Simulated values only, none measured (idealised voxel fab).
process module | voxel ribs on slabs
cross-section cut | 180 nm wide | cells 5 nm
A cross-section is a grid of square cells, given in bands from the top down. A band is one or more rows of cells.
Each band's line starts with the height of the band's top and of its bottom, in nm. Then come its materials from left to right, each with its width in nm. One material with "throughout" fills the band from edge to edge. "air" is empty space.
Height 0 is the level under which the wafer as received is all one material. The lowest band goes on downwards, as in "0 down".
A width such as "30 to 40" changes by the same amount from each row of cells to the next, from the band's top row to its bottom row.
"no change" after a step means that no cell of the cross-section changed.
closed voids: empty space of 8 cells or more with no open way to the top, each as width x height at its distance from the left edge, in nm
after a step's settings: what the simulator itself notes on the step
overlay nm, on a step with a mask: how far to the right of its planned place the mask lay; to the left if negative
plan
1 op RECEIVE | material Si
2 op DIRECTIONAL_DEP | material SiO2 | thk nm 30
3 op DIRECTIONAL_DEP | material SiN | thk nm 20
4 op DIRECTIONAL_DEP | material aC | thk nm 15
5 op PATTERN | tone cover | mask id RIB | material resist | width nm 25 | thk nm 30 | overlay nm 0
6 op DIRECTIONAL_ETCH | etch materials aC | depth nm 15
7 op STRIP | etch materials resist
8 op DIRECTIONAL_ETCH | etch materials SiN | depth nm 10
9 op STRIP | etch materials aC
10 op DIRECTIONAL_DEP | material aC | thk nm 15
11 op PATTERN | tone cover | mask id SLAB | material resist | width nm 75 | thk nm 30 | overlay nm 0
12 op DIRECTIONAL_ETCH | etch materials aC | depth nm 15
13 op STRIP | etch materials resist
14 op DIRECTIONAL_ETCH | etch materials SiN | depth nm 10
15 op STRIP | etch materials aC
16 op FILL_DEP | material SiO2 | thk nm 25
17 op CMP | height nm 65
18 op DIRECTIONAL_DEP | material W | thk nm 5
19 op PATTERN | tone cover | mask id HEATER | material resist | width nm 35 | thk nm 15 | overlay nm -15
20 op DIRECTIONAL_ETCH | etch materials W | depth nm 5
21 op STRIP | etch materials resist
22 op CONFORMAL_DEP | material SiO2 | thk nm 10
varied across the wafers: overlay nm of step 19. The plan shows the first wafer's value. All wafers start alike
first wafer as received, after step 1
  0 down: Si throughout
  closed voids: none
each wafer at the end: cells of each material gained (+) or lost (-) since it was received, then its closed voids
overlay nm -15 | +40 SiN | +504 SiO2 | +7 W | closed voids: none
overlay nm -10 | +40 SiN | +504 SiO2 | +7 W | closed voids: none
overlay nm -5 | +40 SiN | +504 SiO2 | +7 W | closed voids: none
overlay nm 0 | +40 SiN | +504 SiO2 | +7 W | closed voids: none
overlay nm 5 | +40 SiN | +504 SiO2 | +7 W | closed voids: none
overlay nm 10 | +40 SiN | +504 SiO2 | +7 W | closed voids: none
overlay nm 15 | +40 SiN | +504 SiO2 | +7 W | closed voids: none
